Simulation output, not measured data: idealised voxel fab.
process module | voxel gate over fins
cross-section cut | 255 nm wide | cells 5 nm
A cross-section is a grid of square cells, given in bands from the top down. A band is one or more rows of cells.
Each band's line starts with the height of the band's top and of its bottom, in nm. Then come its materials from left to right, each with its width in nm. One material with "throughout" fills the band from edge to edge. "air" is empty space.
Height 0 is the level under which the wafer as received is all one material. The lowest band goes on downwards, as in "0 down".
A width such as "30 to 40" changes by the same amount from each row of cells to the next, from the band's top row to its bottom row.
"no change" after a step means that no cell of the cross-section changed.
closed voids: empty space of 8 cells or more with no open way to the top, each as width x height at its distance from the left edge, in nm
after a step's settings: what the simulator itself notes on the step
overlay nm, on a step with a mask: how far to the right of its planned place the mask lay; to the left if negative
plan
1 op RECEIVE | material Si
2 op CONFORMAL_DEP | material SiN | thk nm 10
3 op MASKED_ETCH | tone cover | mask id FINS | width nm 15 | pitch nm 60 | etch materials SiN | depth nm 10 | overlay nm 0
4 op MASKED_ETCH | tone cover | mask id FINS | width nm 15 | pitch nm 60 | etch materials Si | depth nm 35 | overlay nm 0
5 op OXIDIZE | depth nm 5
6 op FILL_DEP | material SiO2 | thk nm 10
7 op CMP | height nm 10
8 op PATTERN | tone open | mask id RAIL | material resist | width nm 15 | thk nm 20 | overlay nm 0
9 op DIRECTIONAL_ETCH | etch materials SiO2 | depth nm 40
10 op STRIP | etch materials resist
11 op CONFORMAL_DEP | material TiN | thk nm 5
12 op FILL_DEP | material Ru | thk nm 5
13 op CMP | height nm 10
14 op SELECTIVE_ETCH | etch materials W Ru TiN | depth nm 30
15 op FILL_DEP | material SiO2 | thk nm 5
16 op CMP | height nm 10
17 op SELECTIVE_ETCH | etch materials SiO2 | depth nm 25
18 op STRIP | etch materials SiN
19 op CONFORMAL_DEP | material HfO2 | thk nm 5
20 op CONFORMAL_DEP | material TiN | thk nm 5
21 op FILL_DEP | material W | thk nm 15
22 op CMP | height nm 20
23 op CONFORMAL_DEP | material SiCN | thk nm 10
as received, after step 1
  0 down: Si throughout
  closed voids: none
first wafer at the end, as planned
  30 to 20: SiCN throughout
  20 to 10: W throughout
  10 to 5: W 55 | TiN 25 | W 35 | TiN 25 | W 35 | TiN 25 | W 55
  5 to 0: W 55 | TiN 5 | HfO2 15 | TiN 5 | W 35 | TiN 5 | HfO2 15 | TiN 5 | W 35 | TiN 5 | HfO2 15 | TiN 5 | W 55
  0 to -5: W 55 | TiN 5 | HfO2 5 | Si 5 | HfO2 5 | TiN 5 | W 35 | TiN 5 | HfO2 5 | Si 5 | HfO2 5 | TiN 5 | W 35 | TiN 5 | HfO2 5 | Si 5 | HfO2 5 | TiN 5 | W 55
  -5 to -10: TiN 60 | HfO2 5 | Si 5 | HfO2 5 | TiN 45 | HfO2 5 | Si 5 | HfO2 5 | TiN 45 | HfO2 5 | Si 5 | HfO2 5 | TiN 60
  -10 to -15: HfO2 65 | Si 5 | HfO2 55 | Si 5 | HfO2 55 | Si 5 | HfO2 65
  -15 to -20: SiO2 65 | Si 5 | SiO2 55 | Si 5 | SiO2 55 | Si 5 | SiO2 65
  -20 to -25: SiO2 65 | Si 5 | SiO2 20 | TiN 5 | Ru 5 | TiN 5 | SiO2 20 | Si 5 | SiO2 55 | Si 5 | SiO2 65
  -25 to -30: SiO2 65 | Si 5 | SiO2 20 | TiN 15 | SiO2 20 | Si 5 | SiO2 55 | Si 5 | SiO2 65
  -30 to -40: SiO2 65 | Si 5 | SiO2 55 | Si 5 | SiO2 55 | Si 5 | SiO2 65
  -40 down: Si throughout
  closed voids: none
second wafer at the end: like start, like plan, one mistake
  30 to 20: SiCN throughout
  20 to 5: W throughout
  5 to 0: W 60 | TiN 15 | W 45 | TiN 15 | W 45 | TiN 15 | W 60
  0 to -10: W 60 | TiN 5 | Si 5 | TiN 5 | W 45 | TiN 5 | Si 5 | TiN 5 | W 45 | TiN 5 | Si 5 | TiN 5 | W 60
  -10 to -15: TiN 65 | Si 5 | TiN 55 | Si 5 | TiN 55 | Si 5 | TiN 65
  -15 to -20: SiO2 65 | Si 5 | SiO2 55 | Si 5 | SiO2 55 | Si 5 | SiO2 65
  -20 to -25: SiO2 65 | Si 5 | SiO2 20 | TiN 5 | Ru 5 | TiN 5 | SiO2 20 | Si 5 | SiO2 55 | Si 5 | SiO2 65
  -25 to -30: SiO2 65 | Si 5 | SiO2 20 | TiN 15 | SiO2 20 | Si 5 | SiO2 55 | Si 5 | SiO2 65
  -30 to -40: SiO2 65 | Si 5 | SiO2 55 | Si 5 | SiO2 55 | Si 5 | SiO2 65
  -40 down: Si throughout
  closed voids: none
what went wrong: step 19 was left out
at the end the second wafer has, in cells: 69 fewer of HfO2 | 69 more of W
